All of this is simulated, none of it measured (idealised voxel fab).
Proc. module: voxel capacitor over wiring
This is section cut - it's 220 nm across, gridded in 5 nm square cells.
The cross-sections in this document take the form of a grid made of square cells. They are written out as bands, in order from top to bottom. Each band consists of one or more rows of cells.
Look at the band entry: it leads with the top's height and the bottom's height in nm. Then it lists the materials left to right, with a width in nm for each. The word "all across" on a single material says that material fills the band edge to edge. The word "air" is empty space.
Height reference: 0 = level under which incoming wafer is all one material. Lowest band: no bottom, runs on downward, e.g. "0..down".
Think of "30->40" as a width that walks from the first number to the second as you go down the band, top row to bottom row, taking equal-sized steps from row to row.
Any step labelled "no alterations made" changed none of the cells in the cross-section.
Completely enclosed voids: empty space of 8 cells or more with no open way to the top, each as width x height at its distance from the left edge, in nm
Where a step's line continues beyond its settings, the continuation is a remark by the simulator itself on that step.
Steps that use a mask can have "overlay nm" on their line. It says how far the mask sat to the right of where it was meant to be. Negative means to the left.
### plan
1) RECEIVE, material Si
2) CONFORMAL_DEP, material SiO2, thk nm 10
3) CONFORMAL_DEP, material SiCN, thk nm 5
4) DIRECTIONAL_DEP, material SiO2, thk nm 25
5) MASKED_ETCH, tone open, mask id METAL_1, width nm 30, pitch nm 85, etch materials SiO2, depth nm 25, overlay nm 0
6) MASKED_ETCH, tone open, mask id METAL_1, width nm 30, pitch nm 85, etch materials SiCN, depth nm 5, overlay nm 0
7) CONFORMAL_DEP, material TiN, thk nm 5
8) FILL_DEP, material Ru, thk nm 10
9) CMP, height nm 40
10) CONFORMAL_DEP, material SiCN, thk nm 5
11) DIRECTIONAL_DEP, material SiO2, thk nm 15
12) DIRECTIONAL_DEP, material aC, thk nm 10
13) PATTERN, tone open, mask id PLUG_1, material resist, width nm 15, thk nm 30, overlay nm 0
14) DIRECTIONAL_ETCH, etch materials aC, depth nm 10
15) STRIP, etch materials resist
16) DIRECTIONAL_ETCH, etch materials SiO2, depth nm 15
17) DIRECTIONAL_ETCH, etch materials SiCN, depth nm 5
18) STRIP, etch materials aC
19) CONFORMAL_DEP, material TiN, thk nm 5
20) FILL_DEP, material Ru, thk nm 10
21) CMP, height nm 60
22) DIRECTIONAL_DEP, material TiN, thk nm 10
23) DIRECTIONAL_DEP, material HfO2, thk nm 5
24) DIRECTIONAL_DEP, material TiN, thk nm 10
25) DIRECTIONAL_DEP, material aC, thk nm 10
26) PATTERN, tone cover, mask id UPPER_PLATE, material resist, width nm 60, thk nm 25, overlay nm 0
27) DIRECTIONAL_ETCH, etch materials aC, depth nm 10
28) STRIP, etch materials resist
29) DIRECTIONAL_ETCH, etch materials TiN, depth nm 10
30) DIRECTIONAL_ETCH, etch materials HfO2, depth nm 5
31) STRIP, etch materials aC
32) DIRECTIONAL_DEP, material aC, thk nm 15
33) PATTERN, tone cover, mask id LOWER_PLATE, material resist, width nm 70, thk nm 30, overlay nm 0
34) DIRECTIONAL_ETCH, etch materials aC, depth nm 15
35) STRIP, etch materials resist
36) DIRECTIONAL_ETCH, etch materials TiN, depth nm 10
37) STRIP, etch materials aC
38) FILL_DEP, material SiO2, thk nm 15
39) CMP, height nm 95
40) MASKED_ETCH, tone open, mask id PLUG_2, width nm 15, etch materials SiO2, depth nm 10, overlay nm 0
41) CONFORMAL_DEP, material TiN, thk nm 5
42) FILL_DEP, material W, thk nm 10
43) CMP, height nm 95
44) CONFORMAL_DEP, material SiN, thk nm 5
### Cross-section of the wafer at receipt, which is the condition after step 1
> 0..down: Si all across
> Completely enclosed voids: none
### End-of-module XS, first of two wafers, run as planned
> 100..95: SiN all across
> 95..90: SiO2 75 nm, TiN 5 nm, W 5 nm, TiN 5 nm, SiO2 130 nm
> 90..85: SiO2 75 nm, TiN 15 nm, SiO2 130 nm
> 85..75: SiO2 65 nm, TiN 60 nm, SiO2 95 nm
> 75..70: SiO2 65 nm, HfO2 60 nm, SiO2 95 nm
> 70..60: SiO2 60 nm, TiN 70 nm, SiO2 90 nm
> 60..45: SiO2 65 nm, TiN 5 nm, Ru 5 nm, TiN 5 nm, SiO2 140 nm
> 45..40: SiCN 65 nm, TiN 15 nm, SiCN 140 nm
> 40..15: SiO2 50 nm, TiN 5 nm, Ru 20 nm, TiN 5 nm, SiO2 55 nm, TiN 5 nm, Ru 20 nm, TiN 5 nm, SiO2 55 nm
> 15..10: SiCN 50 nm, TiN 30 nm, SiCN 55 nm, TiN 30 nm, SiCN 55 nm
> 10..0: SiO2 all across
> 0..down: Si all across
> Completely enclosed voids: none
### Wafer two (of two), end-of-module cross-section: start = wafer one, plan = wafer one, one run mistake
> 100..95: SiN all across
> 95..90: SiO2 75 nm, TiN 5 nm, W 5 nm, TiN 5 nm, SiO2 130 nm
> 90..85: SiO2 75 nm, TiN 15 nm, SiO2 130 nm
> 85..75: SiO2 65 nm, TiN 60 nm, SiO2 95 nm
> 75..65: SiO2 60 nm, TiN 70 nm, SiO2 90 nm
> 65..60: HfO2 all across
> 60..45: SiO2 65 nm, TiN 5 nm, Ru 5 nm, TiN 5 nm, SiO2 140 nm
> 45..40: SiCN 65 nm, TiN 15 nm, SiCN 140 nm
> 40..15: SiO2 50 nm, TiN 5 nm, Ru 20 nm, TiN 5 nm, SiO2 55 nm, TiN 5 nm, Ru 20 nm, TiN 5 nm, SiO2 55 nm
> 15..10: SiCN 50 nm, TiN 30 nm, SiCN 55 nm, TiN 30 nm, SiCN 55 nm
> 10..0: SiO2 all across
> 0..down: Si all across
> Completely enclosed voids: none
Against the plan, the run slipped here: contrary to the plan, steps 22 and 23 were processed in exchanged order
Looking at both finished wafers in cells, the second ends up ahead of or behind the first on some materials: HfO2 +32 | SiO2 -32
